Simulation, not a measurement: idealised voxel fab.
process module | voxel wiring stack
cross-section cut | 180 nm wide | cells 5 nm
A cross-section is a grid of square cells, given in bands from the top down. A band is one or more rows of cells.
Each band's line starts with the height of the band's top and of its bottom, in nm. Then come its materials from left to right, each with its width in nm. One material with "throughout" fills the band from edge to edge. "air" is empty space.
Height 0 is the level under which the wafer as received is all one material. The lowest band goes on downwards, as in "0 down".
A width such as "30 to 40" changes by the same amount from each row of cells to the next, from the band's top row to its bottom row.
"no change" after a step means that no cell of the cross-section changed.
closed voids: empty space of 8 cells or more with no open way to the top, each as width x height at its distance from the left edge, in nm
after a step's settings: what the simulator itself notes on the step
overlay nm, on a step with a mask: how far to the right of its planned place the mask lay; to the left if negative
plan
1 op RECEIVE | material Si
2 op CONFORMAL_DEP | material SiO2 | thk nm 10
3 op CONFORMAL_DEP | material SiN | thk nm 5
4 op DIRECTIONAL_DEP | material SiO2 | thk nm 25
5 op PATTERN | tone open | mask id METAL_1 | material resist | width nm 30 | pitch nm 60 | thk nm 20 | overlay nm 0
6 op DIRECTIONAL_ETCH | etch materials SiO2 | depth nm 25
7 op DIRECTIONAL_ETCH | etch materials SiN | depth nm 5
8 op STRIP | etch materials resist
9 op CONFORMAL_DEP | material TiN | thk nm 5
10 op FILL_DEP | material W | thk nm 5
11 op CMP | height nm 40
12 op CONFORMAL_DEP | material SiCN | thk nm 5
13 op DIRECTIONAL_DEP | material SiO2 | thk nm 10
14 op MASKED_ETCH | tone open | mask id PLUG_1 | width nm 15 | etch materials SiO2 | depth nm 10 | overlay nm 0
15 op MASKED_ETCH | tone open | mask id PLUG_1 | width nm 15 | etch materials SiCN | depth nm 5 | overlay nm 0
16 op CONFORMAL_DEP | material TiN | thk nm 5
17 op FILL_DEP | material Cu | thk nm 5
18 op CMP | height nm 55
19 op DIRECTIONAL_DEP | material TiN | thk nm 5
20 op DIRECTIONAL_DEP | material Ru | thk nm 25
21 op PATTERN | tone cover | mask id METAL_2 | material resist | width nm 30 | pitch nm 60 | thk nm 15 | overlay nm 0
22 op DIRECTIONAL_ETCH | etch materials Ru | depth nm 25
23 op DIRECTIONAL_ETCH | etch materials TiN | depth nm 5
24 op STRIP | etch materials resist
25 op CONFORMAL_DEP | material SiCN | thk nm 5
26 op FILL_DEP | material SiO2 | thk nm 10
27 op CMP | height nm 85
28 op CONFORMAL_DEP | material SiCN | thk nm 5
29 op DIRECTIONAL_DEP | material SiO2 | thk nm 30
30 op DIRECTIONAL_DEP | material aC | thk nm 10
31 op PATTERN | tone open | mask id METAL_3_HOLES | material resist | width nm 15 | pitch nm 60 | thk nm 30 | overlay nm 0
32 op DIRECTIONAL_ETCH | etch materials aC | depth nm 10
33 op STRIP | etch materials resist
34 op DIRECTIONAL_ETCH | etch materials SiO2 | depth nm 30
35 op STRIP | etch materials aC
36 op PATTERN | tone open | mask id METAL_3 | material resist | width nm 30 | pitch nm 60 | thk nm 15 | overlay nm 0
37 op DIRECTIONAL_ETCH | etch materials SiO2 | depth nm 20
38 op DIRECTIONAL_ETCH | etch materials SiCN | depth nm 5
39 op STRIP | etch materials resist
40 op CONFORMAL_DEP | material TiN | thk nm 5
41 op FILL_DEP | material Cu | thk nm 10
42 op CMP | height nm 120
43 op CONFORMAL_DEP | material SiN | thk nm 5
as received, after step 1
  0 down: Si throughout
  closed voids: none
a wafer at the end: this start, this plan, one mistake
  125 to 120: SiN throughout
  120 to 105: SiO2 45 | TiN 5 | Cu 5 | TiN 5 | SiO2 45 | TiN 5 | Cu 5 | TiN 5 | SiO2 60
  105 to 100: SiO2 45 | TiN 15 | SiO2 45 | TiN 15 | SiO2 60
  100 to 90: SiO2 throughout
  90 to 85: SiCN throughout
  85 to 60: SiO2 40 | SiCN 5 | Ru 30 | SiCN 5 | SiO2 20 | SiCN 5 | Ru 30 | SiCN 5 | SiO2 40
  60 to 55: SiCN 45 | TiN 30 | SiCN 30 | TiN 30 | SiCN 45
  55 to 45: SiO2 45 | TiN 5 | Cu 5 | TiN 5 | SiO2 120
  45 to 40: SiCN 45 | TiN 15 | SiCN 120
  40 to 15: SiO2 45 | TiN 5 | W 20 | TiN 5 | SiO2 30 | TiN 5 | W 20 | TiN 5 | SiO2 45
  15 to 10: SiN 45 | TiN 30 | SiN 30 | TiN 30 | SiN 45
  10 to 0: SiO2 throughout
  0 down: Si throughout
  closed voids: none
what went wrong: step 29 was run twice
